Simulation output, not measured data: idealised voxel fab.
Module name: voxel ribs on slabs (process module)
Displayed cross-section: cut, width of 285 nm, square cells sized 5 nm.
Cross-section format: a grid of square cells, given as bands from top to bottom; each band is one or more rows of cells.
Within each band entry, the heights of the top and of the bottom of the band appear first, in that order and in nm; the materials of the band then follow from left to right, each with its corresponding width in nm. The designation "all across" on a single material indicates that it fills the band from edge to edge; the designation "air" indicates empty space.
Convention: height 0 is the level below which the wafer, as received, is all one material. The lowest band does not terminate at the bottom but continues downward, represented as "top 0, no bottom".
Top row gets the first number, bottom row gets the second, and each row in between changes by the same step: that is how a band width like "30 to 40" works.
The designation "no modifications", where it is given for a processing step, indicates that no cell of the cross-section was altered in the course of that step.
The label "Closed void roster" introduces a list of the empty spaces, 8 cells or larger, that have no open way up to the top; each entry in it reads width x height at distance, where the distance is taken from the left edge and all three are stated in nm.
Note: text after step settings on the step line = simulator remark on that step.
overlay nm: mask offset rightward from planned place, masked step; negative means leftward offset.
-- Listed below are the process steps as planned
step 1: op RECEIVE | material Si
step 2: op DIRECTIONAL_DEP | material SiO2 | thk nm 30
step 3: op DIRECTIONAL_DEP | material SiN | thk nm 20
step 4: op DIRECTIONAL_DEP | material aC | thk nm 15
step 5: op PATTERN | tone cover | mask id RIB | material resist | width nm 30 | thk nm 30 | overlay nm 0
step 6: op DIRECTIONAL_ETCH | etch materials aC | depth nm 15
step 7: op STRIP | etch materials resist
step 8: op DIRECTIONAL_ETCH | etch materials SiN | depth nm 5
step 9: op STRIP | etch materials aC
step 10: op DIRECTIONAL_DEP | material aC | thk nm 15
step 11: op PATTERN | tone cover | mask id SLAB | material resist | width nm 60 | thk nm 35 | overlay nm 0
step 12: op DIRECTIONAL_ETCH | etch materials aC | depth nm 15
step 13: op STRIP | etch materials resist
step 14: op DIRECTIONAL_ETCH | etch materials SiN | depth nm 15
step 15: op STRIP | etch materials aC
step 16: op FILL_DEP | material SiO2 | thk nm 25
step 17: op CMP | height nm 65
step 18: op DIRECTIONAL_DEP | material W | thk nm 10
step 19: op PATTERN | tone cover | mask id HEATER | material resist | width nm 40 | thk nm 20 | overlay nm 0
step 20: op DIRECTIONAL_ETCH | etch materials W | depth nm 10
step 21: op STRIP | etch materials resist
step 22: op CONFORMAL_DEP | material SiN | thk nm 10
-- as received, after step 1
> top 0, no bottom  Si all across
> Closed void roster: none
-- As-planned run: cross-section of the first of two wafers at end of module
> top 85, bottom 75  110 air  60 SiN  115 air
> top 75, bottom 65  120 SiN  40 W  125 SiN
> top 65, bottom 50  SiO2 all across
> top 50, bottom 45  125 SiO2  30 SiN  130 SiO2
> top 45, bottom 30  110 SiO2  60 SiN  115 SiO2
> top 30, bottom 0  SiO2 all across
> top 0, no bottom  Si all across
> Closed void roster: none
-- second wafer at the end: like start, like plan, one mistake
> top 85, bottom 75  110 air  60 SiN  115 air
> top 75, bottom 65  120 SiN  40 W  125 SiN
> top 65, bottom 50  SiO2 all across
> top 50, bottom 45  110 SiO2  15 SiN  30 SiO2  15 SiN  115 SiO2
> top 45, bottom 35  110 SiO2  60 SiN  115 SiO2
> top 35, bottom 30  SiN all across
> top 30, bottom 0  SiO2 all across
> top 0, no bottom  Si all across
> Closed void roster: none
Processing error: note that step 5 departed from the planned setting and was carried out as op PATTERN | tone open | mask id RIB | material resist | width nm 30 | thk nm 30 | overlay nm 0
Count the cells at the end and the second wafer has more or fewer of some materials than the first: SiN: 45 more | SiO2: 45 fewer
